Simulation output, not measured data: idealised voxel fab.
The following is a process module called voxel capacitor over wiring.
The cross-section on display is named cut; it measures 200 nm wide, and its cells are 5 nm squares.
In this document a cross-section is written as a grid of square cells. It is given as a series of bands, listed from the top down, and a band is one or more rows of cells.
Heights first: top, then bottom, in nm. Then materials, left to right, each with a width in nm. "edge to edge" on a single material: fills the band edge to edge. "air": empty space.
It should be noted that heights are counted from 0, beneath which the wafer as supplied is of one material throughout, and that the lowest band possesses no lower boundary but continues downward, as written in "top 0, no bottom".
The width entry "30..40" should be interpreted row by row: the top row of cells in the band takes the first number, the bottom row takes the second number, and the change between adjacent rows is uniform throughout.
Any step labelled "nothing was modified" changed none of the cells in the cross-section.
This entry, "Enclosed internal cavities", enumerates those empty regions of no fewer than 8 cells that possess no open connection to the top. Each region is reported in the form width x height at distance, the distance being taken from the left edge, with all three quantities expressed in nm.
Heads up: the bit after the settings on a step's line is the simulator's remark on that step.
overlay nm: right-of-plan distance of the mask on a masked step; negative values mean left-of-plan.

## The process steps that were planned are listed below
| 1 | op RECEIVE | material Si |
| 2 | op CONFORMAL_DEP | material SiO2 | thk nm 10 |
| 3 | op DIRECTIONAL_DEP | material TiN | thk nm 5 |
| 4 | op DIRECTIONAL_DEP | material W | thk nm 25 |
| 5 | op MASKED_ETCH | tone cover | mask id METAL_1 | width nm 25 | pitch nm 95 | etch materials W | depth nm 25 | overlay nm 0 |
| 6 | op MASKED_ETCH | tone cover | mask id METAL_1 | width nm 25 | pitch nm 95 | etch materials TiN | depth nm 5 | overlay nm 0 |
| 7 | op FILL_DEP | material SiO2 | thk nm 5 |
| 8 | op CMP | height nm 40 |
| 9 | op CONFORMAL_DEP | material SiCN | thk nm 5 |
| 10 | op DIRECTIONAL_DEP | material SiO2 | thk nm 20 |
| 11 | op MASKED_ETCH | tone open | mask id PLUG_1 | width nm 15 | etch materials SiO2 | depth nm 20 | overlay nm 0 |
| 12 | op MASKED_ETCH | tone open | mask id PLUG_1 | width nm 15 | etch materials SiCN | depth nm 5 | overlay nm 0 |
| 13 | op EPI | material Ru | thk nm 10 |
| 14 | op EPI | material Ru | thk nm 10 |
| 15 | op EPI | material Ru | thk nm 5 |
| 16 | op DIRECTIONAL_DEP | material TiN | thk nm 5 |
| 17 | op DIRECTIONAL_DEP | material HfO2 | thk nm 5 |
| 18 | op DIRECTIONAL_DEP | material TiN | thk nm 10 |
| 19 | op PATTERN | tone cover | mask id UPPER_PLATE | material resist | width nm 75 | thk nm 20 | overlay nm 0 |
| 20 | op DIRECTIONAL_ETCH | etch materials TiN | depth nm 10 |
| 21 | op DIRECTIONAL_ETCH | etch materials HfO2 | depth nm 5 |
| 22 | op STRIP | etch materials resist |
| 23 | op DIRECTIONAL_DEP | material aC | thk nm 10 |
| 24 | op PATTERN | tone cover | mask id LOWER_PLATE | material resist | width nm 85 | thk nm 30 | overlay nm 0 |
| 25 | op DIRECTIONAL_ETCH | etch materials aC | depth nm 10 |
| 26 | op STRIP | etch materials resist |
| 27 | op DIRECTIONAL_ETCH | etch materials TiN | depth nm 5 |
| 28 | op STRIP | etch materials aC |
| 29 | op FILL_DEP | material SiO2 | thk nm 20 |
| 30 | op CMP | height nm 100 |
| 31 | op DIRECTIONAL_DEP | material aC | thk nm 10 |
| 32 | op PATTERN | tone open | mask id PLUG_2 | material resist | width nm 15 | thk nm 30 | overlay nm 0 |
| 33 | op DIRECTIONAL_ETCH | etch materials aC | depth nm 10 |
| 34 | op STRIP | etch materials resist |
| 35 | op DIRECTIONAL_ETCH | etch materials SiO2 | depth nm 15 |
| 36 | op STRIP | etch materials aC |
| 37 | op CONFORMAL_DEP | material TiN | thk nm 5 |
| 38 | op FILL_DEP | material Ru | thk nm 5 |
| 39 | op CMP | height nm 100 |
| 40 | op CONFORMAL_DEP | material SiN | thk nm 5 |

## First of the two wafers, run per plan

## Wafer cross-section on receipt, i.e. after step 1
> top 0, no bottom | Si edge to edge
> Enclosed internal cavities: none

## Wafer section view after processing step 2
> top 10, bottom 0 | SiO2 edge to edge
> Lower than 0, everything is as it was.

## Wafer section view after processing step 3
> top 15, bottom 10 | TiN edge to edge
> Lower than 10, everything is as it was.

## Wafer section view after processing step 4
> top 40, bottom 15 | W edge to edge
> Lower than 15, everything is as it was.

## Wafer section view after processing step 5
> top 40, bottom 15 | air (40) | W (25) | air (70) | W (25) | air (40)
> Lower than 15, everything is as it was.

## Wafer section view after processing step 6
> top 40, bottom 15 | air (40) | W (25) | air (70) | W (25) | air (40)
> top 15, bottom 10 | air (40) | TiN (25) | air (70) | TiN (25) | air (40)
> Lower than 10, everything is as it was.

## Wafer section view after processing step 7
> top 45, bottom 40 | SiO2 edge to edge
> top 40, bottom 15 | SiO2 (40) | W (25) | SiO2 (70) | W (25) | SiO2 (40)
> top 15, bottom 10 | SiO2 (40) | TiN (25) | SiO2 (70) | TiN (25) | SiO2 (40)
> Lower than 10, everything is as it was.

## Wafer section view after processing step 8
> top 40, bottom 15 | SiO2 (40) | W (25) | SiO2 (70) | W (25) | SiO2 (40)
> Lower than 15, everything is as it was.

## Wafer section view after processing step 9
> top 45, bottom 40 | SiCN edge to edge
> Lower than 40, everything is as it was.

## Wafer section view after processing step 10
> top 65, bottom 45 | SiO2 edge to edge
> Lower than 45, everything is as it was.

## Wafer section view after processing step 11
> top 65, bottom 45 | SiO2 (50) | air (15) | SiO2 (135)
> Lower than 45, everything is as it was.

## Wafer section view after processing step 12
> top 65, bottom 45 | SiO2 (50) | air (15) | SiO2 (135)
> top 45, bottom 40 | SiCN (50) | air (15) | SiCN (135)
> Lower than 40, everything is as it was.

## Wafer section view after processing step 13
> top 65, bottom 50 | SiO2 (50) | air (15) | SiO2 (135)
> top 50, bottom 45 | SiO2 (50) | Ru (15) | SiO2 (135)
> top 45, bottom 40 | SiCN (50) | Ru (15) | SiCN (135)
> Lower than 40, everything is as it was.

## Wafer section view after processing step 14
> top 65, bottom 60 | SiO2 (50) | air (15) | SiO2 (135)
> top 60, bottom 45 | SiO2 (50) | Ru (15) | SiO2 (135)
> Lower than 45, everything is as it was.

## Wafer section view after processing step 15
> top 65, bottom 45 | SiO2 (50) | Ru (15) | SiO2 (135)
> Lower than 45, everything is as it was.

## Wafer section view after processing step 16
> top 70, bottom 65 | TiN edge to edge
> Lower than 65, everything is as it was.

## Wafer section view after processing step 17
> top 75, bottom 70 | HfO2 edge to edge
> Lower than 70, everything is as it was.

## Wafer section view after processing step 18
> top 85, bottom 75 | TiN edge to edge
> Lower than 75, everything is as it was.

## Wafer section view after processing step 19
> top 105, bottom 85 | air (50) | resist (75) | air (75)
> Lower than 85, everything is as it was.

## Wafer section view after processing step 20
> top 105, bottom 85 | air (50) | resist (75) | air (75)
> top 85, bottom 75 | air (50) | TiN (75) | air (75)
> Lower than 75, everything is as it was.

## Wafer section view after processing step 21
> top 105, bottom 85 | air (50) | resist (75) | air (75)
> top 85, bottom 75 | air (50) | TiN (75) | air (75)
> top 75, bottom 70 | air (50) | HfO2 (75) | air (75)
> Lower than 70, everything is as it was.

## Wafer section view after processing step 22
> top 85, bottom 75 | air (50) | TiN (75) | air (75)
> Lower than 75, everything is as it was.

## Wafer section view after processing step 23
> top 95, bottom 85 | air (50) | aC (75) | air (75)
> top 85, bottom 80 | air (50) | TiN (75) | air (75)
> top 80, bottom 75 | aC (50) | TiN (75) | aC (75)
> top 75, bottom 70 | aC (50) | HfO2 (75) | aC (75)
> Lower than 70, everything is as it was.

## Wafer section view after processing step 24
> top 125, bottom 95 | air (45) | resist (85) | air (70)
> top 95, bottom 85 | air (45) | resist (5) | aC (75) | resist (5) | air (70)
> top 85, bottom 80 | air (45) | resist (5) | TiN (75) | resist (5) | air (70)
> Lower than 80, everything is as it was.

## Wafer section view after processing step 25
> top 115, bottom 95 | air (45) | resist (85) | air (70)
> top 95, bottom 85 | air (45) | resist (5) | aC (75) | resist (5) | air (70)
> top 85, bottom 80 | air (45) | resist (5) | TiN (75) | resist (5) | air (70)
> top 80, bottom 75 | air (45) | aC (5) | TiN (75) | aC (5) | air (70)
> top 75, bottom 70 | air (45) | aC (5) | HfO2 (75) | aC (5) | air (70)
> Lower than 70, everything is as it was.

## Wafer section view after processing step 26
> top 95, bottom 85 | air (50) | aC (75) | air (75)
> top 85, bottom 80 | air (50) | TiN (75) | air (75)
> Lower than 80, everything is as it was.

## Wafer section view after processing step 27
> top 95, bottom 85 | air (50) | aC (75) | air (75)
> top 85, bottom 80 | air (50) | TiN (75) | air (75)
> top 80, bottom 75 | air (45) | aC (5) | TiN (75) | aC (5) | air (70)
> top 75, bottom 70 | air (45) | aC (5) | HfO2 (75) | aC (5) | air (70)
> top 70, bottom 65 | air (45) | TiN (85) | air (70)
> Lower than 65, everything is as it was.

## Wafer section view after processing step 28
> top 85, bottom 75 | air (50) | TiN (75) | air (75)
> top 75, bottom 70 | air (50) | HfO2 (75) | air (75)
> Lower than 70, everything is as it was.

## Wafer section view after processing step 29
> top 105, bottom 85 | SiO2 edge to edge
> top 85, bottom 75 | SiO2 (50) | TiN (75) | SiO2 (75)
> top 75, bottom 70 | SiO2 (50) | HfO2 (75) | SiO2 (75)
> top 70, bottom 65 | SiO2 (45) | TiN (85) | SiO2 (70)
> Lower than 65, everything is as it was.

## Wafer section view after processing step 30
> top 100, bottom 85 | SiO2 edge to edge
> Lower than 85, everything is as it was.

## Wafer section view after processing step 31
> top 110, bottom 100 | aC edge to edge
> Lower than 100, everything is as it was.

## Wafer section view after processing step 32
> top 140, bottom 110 | resist (60) | air (15) | resist (125)
> Lower than 110, everything is as it was.

## Wafer section view after processing step 33
> top 130, bottom 110 | resist (60) | air (15) | resist (125)
> top 110, bottom 100 | aC (60) | air (15) | aC (125)
> Lower than 100, everything is as it was.

## Wafer section view after processing step 34
> top 110, bottom 100 | aC (60) | air (15) | aC (125)
> Lower than 100, everything is as it was.

## Wafer section view after processing step 35
> top 110, bottom 100 | aC (60) | air (15) | aC (125)
> top 100, bottom 85 | SiO2 (60) | air (15) | SiO2 (125)
> Lower than 85, everything is as it was.

## Wafer section view after processing step 36
> top 100, bottom 85 | SiO2 (60) | air (15) | SiO2 (125)
> Lower than 85, everything is as it was.

## Wafer section view after processing step 37
> top 105, bottom 100 | TiN (65) | air (5) | TiN (130)
> top 100, bottom 90 | SiO2 (60) | TiN (5) | air (5) | TiN (5) | SiO2 (125)
> top 90, bottom 85 | SiO2 (60) | TiN (15) | SiO2 (125)
> Lower than 85, everything is as it was.

## Wafer section view after processing step 38
> top 110, bottom 105 | Ru edge to edge
> top 105, bottom 100 | TiN (65) | Ru (5) | TiN (130)
> top 100, bottom 90 | SiO2 (60) | TiN (5) | Ru (5) | TiN (5) | SiO2 (125)
> Lower than 90, everything is as it was.

## Wafer section view after processing step 39
> top 100, bottom 90 | SiO2 (60) | TiN (5) | Ru (5) | TiN (5) | SiO2 (125)
> Lower than 90, everything is as it was.

## Wafer section view after processing step 40
> top 105, bottom 100 | SiN edge to edge
> Lower than 100, everything is as it was.

## Second wafer - shared start and plan with the first - one error in running - same as the first up to step 11 inclusive

## The second wafer in cross-section, at the planned close of step 12
> top 65, bottom 45 | SiO2 (50) | air (15) | SiO2 (135)
> top 45, bottom 40 | SiCN (50) | air (10) | SiCN (140)
> Lower than 40, everything is as it was.

## The second wafer in cross-section, at the planned close of step 13
> top 65, bottom 50 | SiO2 (50) | air (15) | SiO2 (135)
> top 50, bottom 45 | SiO2 (50) | Ru (15) | SiO2 (135)
> top 45, bottom 40 | SiCN (50) | Ru (10) | SiCN (140)
> Lower than 40, everything is as it was.

## The second wafer in cross-section, at the planned close of step 14
> top 65, bottom 60 | SiO2 (50) | air (15) | SiO2 (135)
> top 60, bottom 45 | SiO2 (50) | Ru (15) | SiO2 (135)
> Lower than 45, everything is as it was.

## The second wafer in cross-section, at the planned close of step 15
> top 65, bottom 45 | SiO2 (50) | Ru (15) | SiO2 (135)
> Lower than 45, everything is as it was.

## The second wafer in cross-section, at the planned close of step 16
> top 70, bottom 65 | TiN edge to edge
> Lower than 65, everything is as it was.

## The second wafer in cross-section, at the planned close of step 17
> top 75, bottom 70 | HfO2 edge to edge
> Lower than 70, everything is as it was.

## The second wafer in cross-section, at the planned close of step 18
> top 85, bottom 75 | TiN edge to edge
> Lower than 75, everything is as it was.

## The second wafer in cross-section, at the planned close of step 19
> top 105, bottom 85 | air (50) | resist (75) | air (75)
> Lower than 85, everything is as it was.

## The second wafer in cross-section, at the planned close of step 20
> top 105, bottom 85 | air (50) | resist (75) | air (75)
> top 85, bottom 75 | air (50) | TiN (75) | air (75)
> Lower than 75, everything is as it was.

## The second wafer in cross-section, at the planned close of step 21
> top 105, bottom 85 | air (50) | resist (75) | air (75)
> top 85, bottom 75 | air (50) | TiN (75) | air (75)
> top 75, bottom 70 | air (50) | HfO2 (75) | air (75)
> Lower than 70, everything is as it was.

## The second wafer in cross-section, at the planned close of step 22
> top 85, bottom 75 | air (50) | TiN (75) | air (75)
> Lower than 75, everything is as it was.

## The second wafer in cross-section, at the planned close of step 23
> top 95, bottom 85 | air (50) | aC (75) | air (75)
> top 85, bottom 80 | air (50) | TiN (75) | air (75)
> top 80, bottom 75 | aC (50) | TiN (75) | aC (75)
> top 75, bottom 70 | aC (50) | HfO2 (75) | aC (75)
> Lower than 70, everything is as it was.

## The second wafer in cross-section, at the planned close of step 24
> top 125, bottom 95 | air (45) | resist (85) | air (70)
> top 95, bottom 85 | air (45) | resist (5) | aC (75) | resist (5) | air (70)
> top 85, bottom 80 | air (45) | resist (5) | TiN (75) | resist (5) | air (70)
> Lower than 80, everything is as it was.

## The second wafer in cross-section, at the planned close of step 25
> top 115, bottom 95 | air (45) | resist (85) | air (70)
> top 95, bottom 85 | air (45) | resist (5) | aC (75) | resist (5) | air (70)
> top 85, bottom 80 | air (45) | resist (5) | TiN (75) | resist (5) | air (70)
> top 80, bottom 75 | air (45) | aC (5) | TiN (75) | aC (5) | air (70)
> top 75, bottom 70 | air (45) | aC (5) | HfO2 (75) | aC (5) | air (70)
> Lower than 70, everything is as it was.

## The second wafer in cross-section, at the planned close of step 26
> top 95, bottom 85 | air (50) | aC (75) | air (75)
> top 85, bottom 80 | air (50) | TiN (75) | air (75)
> Lower than 80, everything is as it was.

## The second wafer in cross-section, at the planned close of step 27
> top 95, bottom 85 | air (50) | aC (75) | air (75)
> top 85, bottom 80 | air (50) | TiN (75) | air (75)
> top 80, bottom 75 | air (45) | aC (5) | TiN (75) | aC (5) | air (70)
> top 75, bottom 70 | air (45) | aC (5) | HfO2 (75) | aC (5) | air (70)
> top 70, bottom 65 | air (45) | TiN (85) | air (70)
> Lower than 65, everything is as it was.

## The second wafer in cross-section, at the planned close of step 28
> top 85, bottom 75 | air (50) | TiN (75) | air (75)
> top 75, bottom 70 | air (50) | HfO2 (75) | air (75)
> Lower than 70, everything is as it was.

## The second wafer in cross-section, at the planned close of step 29
> top 105, bottom 85 | SiO2 edge to edge
> top 85, bottom 75 | SiO2 (50) | TiN (75) | SiO2 (75)
> top 75, bottom 70 | SiO2 (50) | HfO2 (75) | SiO2 (75)
> top 70, bottom 65 | SiO2 (45) | TiN (85) | SiO2 (70)
> Lower than 65, everything is as it was.

## The second wafer in cross-section, at the planned close of step 30
> top 100, bottom 85 | SiO2 edge to edge
> Lower than 85, everything is as it was.

## The second wafer in cross-section, at the planned close of step 31
> top 110, bottom 100 | aC edge to edge
> Lower than 100, everything is as it was.

## The second wafer in cross-section, at the planned close of step 32
> top 140, bottom 110 | resist (60) | air (15) | resist (125)
> Lower than 110, everything is as it was.

## The second wafer in cross-section, at the planned close of step 33
> top 130, bottom 110 | resist (60) | air (15) | resist (125)
> top 110, bottom 100 | aC (60) | air (15) | aC (125)
> Lower than 100, everything is as it was.

## The second wafer in cross-section, at the planned close of step 34
> top 110, bottom 100 | aC (60) | air (15) | aC (125)
> Lower than 100, everything is as it was.

## The second wafer in cross-section, at the planned close of step 35
> top 110, bottom 100 | aC (60) | air (15) | aC (125)
> top 100, bottom 85 | SiO2 (60) | air (15) | SiO2 (125)
> Lower than 85, everything is as it was.

## The second wafer in cross-section, at the planned close of step 36
> top 100, bottom 85 | SiO2 (60) | air (15) | SiO2 (125)
> Lower than 85, everything is as it was.

## The second wafer in cross-section, at the planned close of step 37
> top 105, bottom 100 | TiN (65) | air (5) | TiN (130)
> top 100, bottom 90 | SiO2 (60) | TiN (5) | air (5) | TiN (5) | SiO2 (125)
> top 90, bottom 85 | SiO2 (60) | TiN (15) | SiO2 (125)
> Lower than 85, everything is as it was.

## The second wafer in cross-section, at the planned close of step 38
> top 110, bottom 105 | Ru edge to edge
> top 105, bottom 100 | TiN (65) | Ru (5) | TiN (130)
> top 100, bottom 90 | SiO2 (60) | TiN (5) | Ru (5) | TiN (5) | SiO2 (125)
> Lower than 90, everything is as it was.

## The second wafer in cross-section, at the planned close of step 39
> top 100, bottom 90 | SiO2 (60) | TiN (5) | Ru (5) | TiN (5) | SiO2 (125)
> Lower than 90, everything is as it was.

## The second wafer in cross-section, at the planned close of step 40
> top 105, bottom 100 | SiN edge to edge
> Lower than 100, everything is as it was.
So what did we get wrong on this run? planned and actual differ for step 12; actual: op MASKED_ETCH | tone open | mask id PLUG_1 | width nm 15 | etch materials SiCN | depth nm 5 | overlay nm -5
Wrapping up, a cell-based count of both wafers puts the second over or under the first for these materials: 1 fewer of Ru, 1 more of SiCN
